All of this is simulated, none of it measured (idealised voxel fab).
process module | voxel wiring stack
cross-section cut | 280 nm wide | cells 5 nm
A cross-section is a grid of square cells, given in bands from the top down. A band is one or more rows of cells.
Each band's line starts with the height of the band's top and of its bottom, in nm. Then come its materials from left to right, each with its width in nm. One material with "throughout" fills the band from edge to edge. "air" is empty space.
Height 0 is the level under which the wafer as received is all one material. The lowest band goes on downwards, as in "0 down".
A width such as "30 to 40" changes by the same amount from each row of cells to the next, from the band's top row to its bottom row.
"no change" after a step means that no cell of the cross-section changed.
closed voids: empty space of 8 cells or more with no open way to the top, each as width x height at its distance from the left edge, in nm
after a step's settings: what the simulator itself notes on the step
overlay nm, on a step with a mask: how far to the right of its planned place the mask lay; to the left if negative
plan
1 op RECEIVE | material Si
2 op CONFORMAL_DEP | material SiO2 | thk nm 10
3 op DIRECTIONAL_DEP | material TiN | thk nm 5
4 op DIRECTIONAL_DEP | material W | thk nm 15
5 op MASKED_ETCH | tone cover | mask id METAL_1 | width nm 20 | pitch nm 40 | etch materials W | depth nm 15 | overlay nm 0
6 op MASKED_ETCH | tone cover | mask id METAL_1 | width nm 20 | pitch nm 40 | etch materials TiN | depth nm 5 | overlay nm 0
7 op CONFORMAL_DEP | material SiCN | thk nm 5
8 op FILL_DEP | material lowk | thk nm 5
9 op CMP | height nm 30
10 op CONFORMAL_DEP | material SiCN | thk nm 5
11 op DIRECTIONAL_DEP | material lowk | thk nm 25
12 op DIRECTIONAL_DEP | material aC | thk nm 10
13 op PATTERN | tone open | mask id METAL_2_HOLES | material resist | width nm 15 | pitch nm 80 | thk nm 30 | overlay nm 0
14 op DIRECTIONAL_ETCH | etch materials aC | depth nm 10
15 op STRIP | etch materials resist
16 op DIRECTIONAL_ETCH | etch materials lowk | depth nm 25
17 op STRIP | etch materials aC
18 op PATTERN | tone open | mask id METAL_2 | material resist | width nm 20 | pitch nm 40 | thk nm 15 | overlay nm 0
19 op DIRECTIONAL_ETCH | etch materials lowk | depth nm 15
20 op DIRECTIONAL_ETCH | etch materials SiCN | depth nm 5
21 op STRIP | etch materials resist
22 op CONFORMAL_DEP | material TiN | thk nm 5
23 op FILL_DEP | material Ru | thk nm 10
24 op CMP | height nm 60
25 op CONFORMAL_DEP | material SiCN | thk nm 5
as received, after step 1
  0 down: Si throughout
  closed voids: none
a wafer at the end: this start, this plan, one mistake
  65 to 60: SiCN throughout
  60 to 50: lowk 70 | TiN 5 | Ru 5 | TiN 5 | lowk 65 | TiN 5 | Ru 5 | TiN 5 | lowk 115
  50 to 45: lowk 70 | TiN 15 | lowk 65 | TiN 15 | lowk 115
  45 to 35: lowk throughout
  35 to 30: SiCN throughout
  30 to 15: lowk 65 | SiCN 5 | W 20 | SiCN 5 | lowk 10 | SiCN 5 | W 20 | SiCN 5 | lowk 10 | SiCN 5 | W 20 | SiCN 5 | lowk 10 | SiCN 5 | W 20 | SiCN 5 | lowk 65
  15 to 10: SiCN 70 | TiN 20 | SiCN 20 | TiN 20 | SiCN 20 | TiN 20 | SiCN 20 | TiN 20 | SiCN 70
  10 to 0: SiO2 throughout
  0 down: Si throughout
  closed voids: none
what went wrong: step 11 was run twice
